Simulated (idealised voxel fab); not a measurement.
process module | voxel self aligned contacts
cross-section cut | 300 nm wide | cells 5 nm
A cross-section is a grid of square cells, given in bands from the top down. A band is one or more rows of cells.
Each band's line starts with the height of the band's top and of its bottom, in nm. Then come its materials from left to right, each with its width in nm. One material with "throughout" fills the band from edge to edge. "air" is empty space.
Height 0 is the level under which the wafer as received is all one material. The lowest band goes on downwards, as in "0 down".
A width such as "30 to 40" changes by the same amount from each row of cells to the next, from the band's top row to its bottom row.
"no change" after a step means that no cell of the cross-section changed.
closed voids: empty space of 8 cells or more with no open way to the top, each as width x height at its distance from the left edge, in nm
after a step's settings: what the simulator itself notes on the step
overlay nm, on a step with a mask: how far to the right of its planned place the mask lay; to the left if negative
plan
1 op RECEIVE | material Si
2 op OXIDIZE | depth nm 5
3 op DIRECTIONAL_DEP | material polySi | thk nm 30
4 op DIRECTIONAL_DEP | material SiN | thk nm 15
5 op DIRECTIONAL_DEP | material aC | thk nm 15
6 op PATTERN | tone cover | mask id GATE | material resist | width nm 30 | pitch nm 55 | thk nm 30 | overlay nm 0
7 op DIRECTIONAL_ETCH | etch materials aC | depth nm 15
8 op STRIP | etch materials resist
9 op DIRECTIONAL_ETCH | etch materials SiN | depth nm 15
10 op DIRECTIONAL_ETCH | etch materials polySi | depth nm 30
11 op STRIP | etch materials aC
12 op CONFORMAL_DEP | material SiN | thk nm 5
13 op DIRECTIONAL_ETCH | etch materials SiN | depth nm 5
14 op FILL_DEP | material SiO2 | thk nm 15
15 op CMP | height nm 50
16 op MASKED_ETCH | tone open | mask id CONTACT | width nm 35 | etch materials SiO2 | depth nm 55 | overlay nm 0
17 op CONFORMAL_DEP | material TiN | thk nm 5
18 op FILL_DEP | material Ru | thk nm 5
19 op CMP | height nm 50
20 op CONFORMAL_DEP | material SiCN | thk nm 5
first wafer, as planned
as received, after step 1
  0 down: Si throughout
  closed voids: none
after step 2
  0 to -5: SiO2 throughout
  below -5: unchanged
after step 3
  30 to 0: polySi throughout
  below 0: unchanged
after step 4
  45 to 30: SiN throughout
  below 30: unchanged
after step 5
  60 to 45: aC throughout
  below 45: unchanged
after step 6
  90 to 60: air 105 | resist 30 | air 25 | resist 30 | air 110
  below 60: unchanged
after step 7
  75 to 60: air 105 | resist 30 | air 25 | resist 30 | air 110
  60 to 45: air 105 | aC 30 | air 25 | aC 30 | air 110
  below 45: unchanged
after step 8
  60 to 45: air 105 | aC 30 | air 25 | aC 30 | air 110
  below 45: unchanged
after step 9
  60 to 45: air 105 | aC 30 | air 25 | aC 30 | air 110
  45 to 30: air 105 | SiN 30 | air 25 | SiN 30 | air 110
  below 30: unchanged
after step 10
  60 to 45: air 105 | aC 30 | air 25 | aC 30 | air 110
  45 to 30: air 105 | SiN 30 | air 25 | SiN 30 | air 110
  30 to 0: air 105 | polySi 30 | air 25 | polySi 30 | air 110
  below 0: unchanged
after step 11
  45 to 30: air 105 | SiN 30 | air 25 | SiN 30 | air 110
  below 30: unchanged
after step 12
  50 to 30: air 100 | SiN 40 | air 15 | SiN 40 | air 105
  30 to 5: air 100 | SiN 5 | polySi 30 | SiN 5 | air 15 | SiN 5 | polySi 30 | SiN 5 | air 105
  5 to 0: SiN 105 | polySi 30 | SiN 25 | polySi 30 | SiN 110
  below 0: unchanged
after step 13
  45 to 30: air 100 | SiN 40 | air 15 | SiN 40 | air 105
  30 to 0: air 100 | SiN 5 | polySi 30 | SiN 5 | air 15 | SiN 5 | polySi 30 | SiN 5 | air 105
  below 0: unchanged
after step 14
  60 to 45: SiO2 throughout
  45 to 30: SiO2 100 | SiN 40 | SiO2 15 | SiN 40 | SiO2 105
  30 to 0: SiO2 100 | SiN 5 | polySi 30 | SiN 5 | SiO2 15 | SiN 5 | polySi 30 | SiN 5 | SiO2 105
  below 0: unchanged
after step 15
  50 to 45: SiO2 throughout
  below 45: unchanged
after step 16
  50 to 45: SiO2 130 | air 35 | SiO2 135
  45 to 30: SiO2 100 | SiN 40 | air 15 | SiN 40 | SiO2 105
  30 to 0: SiO2 100 | SiN 5 | polySi 30 | SiN 5 | air 15 | SiN 5 | polySi 30 | SiN 5 | SiO2 105
  0 to -5: SiO2 140 | air 15 | SiO2 145
  below -5: unchanged
after step 17
  55 to 50: TiN 135 | air 25 | TiN 140
  50 to 45: SiO2 130 | TiN 15 | air 5 | TiN 15 | SiO2 135
  45 to 30: SiO2 100 | SiN 40 | TiN 5 | air 5 | TiN 5 | SiN 40 | SiO2 105
  30 to 0: SiO2 100 | SiN 5 | polySi 30 | SiN 5 | TiN 5 | air 5 | TiN 5 | SiN 5 | polySi 30 | SiN 5 | SiO2 105
  0 to -5: SiO2 140 | TiN 15 | SiO2 145
  below -5: unchanged
after step 18
  60 to 55: Ru throughout
  55 to 50: TiN 135 | Ru 25 | TiN 140
  50 to 45: SiO2 130 | TiN 15 | Ru 5 | TiN 15 | SiO2 135
  45 to 30: SiO2 100 | SiN 40 | TiN 5 | Ru 5 | TiN 5 | SiN 40 | SiO2 105
  30 to 0: SiO2 100 | SiN 5 | polySi 30 | SiN 5 | TiN 5 | Ru 5 | TiN 5 | SiN 5 | polySi 30 | SiN 5 | SiO2 105
  below 0: unchanged
after step 19
  50 to 45: SiO2 130 | TiN 15 | Ru 5 | TiN 15 | SiO2 135
  below 45: unchanged
after step 20
  55 to 50: SiCN throughout
  below 50: unchanged
second wafer: like start, like plan, one mistake. Through step 1 it matches the first wafer
when step 2 should have ended
  30 to 0: polySi throughout
  below 0: unchanged
when step 3 should have ended
  30 to 25: SiO2 throughout
  below 25: unchanged
when step 4 should have ended
  45 to 30: SiN throughout
  below 30: unchanged
when step 5 should have ended
  60 to 45: aC throughout
  below 45: unchanged
when step 6 should have ended
  90 to 60: air 105 | resist 30 | air 25 | resist 30 | air 110
  below 60: unchanged
when step 7 should have ended
  75 to 60: air 105 | resist 30 | air 25 | resist 30 | air 110
  60 to 45: air 105 | aC 30 | air 25 | aC 30 | air 110
  below 45: unchanged
when step 8 should have ended
  60 to 45: air 105 | aC 30 | air 25 | aC 30 | air 110
  below 45: unchanged
when step 9 should have ended
  60 to 45: air 105 | aC 30 | air 25 | aC 30 | air 110
  45 to 30: air 105 | SiN 30 | air 25 | SiN 30 | air 110
  below 30: unchanged
when step 10 should have ended: no change
when step 11 should have ended
  45 to 30: air 105 | SiN 30 | air 25 | SiN 30 | air 110
  below 30: unchanged
when step 12 should have ended
  50 to 35: air 100 | SiN 40 | air 15 | SiN 40 | air 105
  35 to 30: SiN throughout
  below 30: unchanged
when step 13 should have ended
  45 to 30: air 100 | SiN 40 | air 15 | SiN 40 | air 105
  below 30: unchanged
when step 14 should have ended
  60 to 45: SiO2 throughout
  45 to 30: SiO2 100 | SiN 40 | SiO2 15 | SiN 40 | SiO2 105
  below 30: unchanged
when step 15 should have ended
  50 to 45: SiO2 throughout
  below 45: unchanged
when step 16 should have ended
  50 to 45: SiO2 130 | air 35 | SiO2 135
  45 to 30: SiO2 100 | SiN 40 | air 15 | SiN 40 | SiO2 105
  30 to 25: SiO2 140 | air 15 | SiO2 145
  below 25: unchanged
when step 17 should have ended
  55 to 50: TiN 135 | air 25 | TiN 140
  50 to 45: SiO2 130 | TiN 15 | air 5 | TiN 15 | SiO2 135
  45 to 30: SiO2 100 | SiN 40 | TiN 5 | air 5 | TiN 5 | SiN 40 | SiO2 105
  30 to 25: SiO2 140 | TiN 15 | SiO2 145
  below 25: unchanged
when step 18 should have ended
  60 to 55: Ru throughout
  55 to 50: TiN 135 | Ru 25 | TiN 140
  50 to 45: SiO2 130 | TiN 15 | Ru 5 | TiN 15 | SiO2 135
  45 to 30: SiO2 100 | SiN 40 | TiN 5 | Ru 5 | TiN 5 | SiN 40 | SiO2 105
  below 30: unchanged
when step 19 should have ended
  50 to 45: SiO2 130 | TiN 15 | Ru 5 | TiN 15 | SiO2 135
  below 45: unchanged
when step 20 should have ended
  55 to 50: SiCN throughout
  below 50: unchanged
what went wrong: steps 2 and 3 were swapped
at the end the second wafer has, in cells: 6 fewer of Ru | 60 more of Si | 24 fewer of SiN | 246 fewer of SiO2 | 12 fewer of TiN | 228 more of polySi
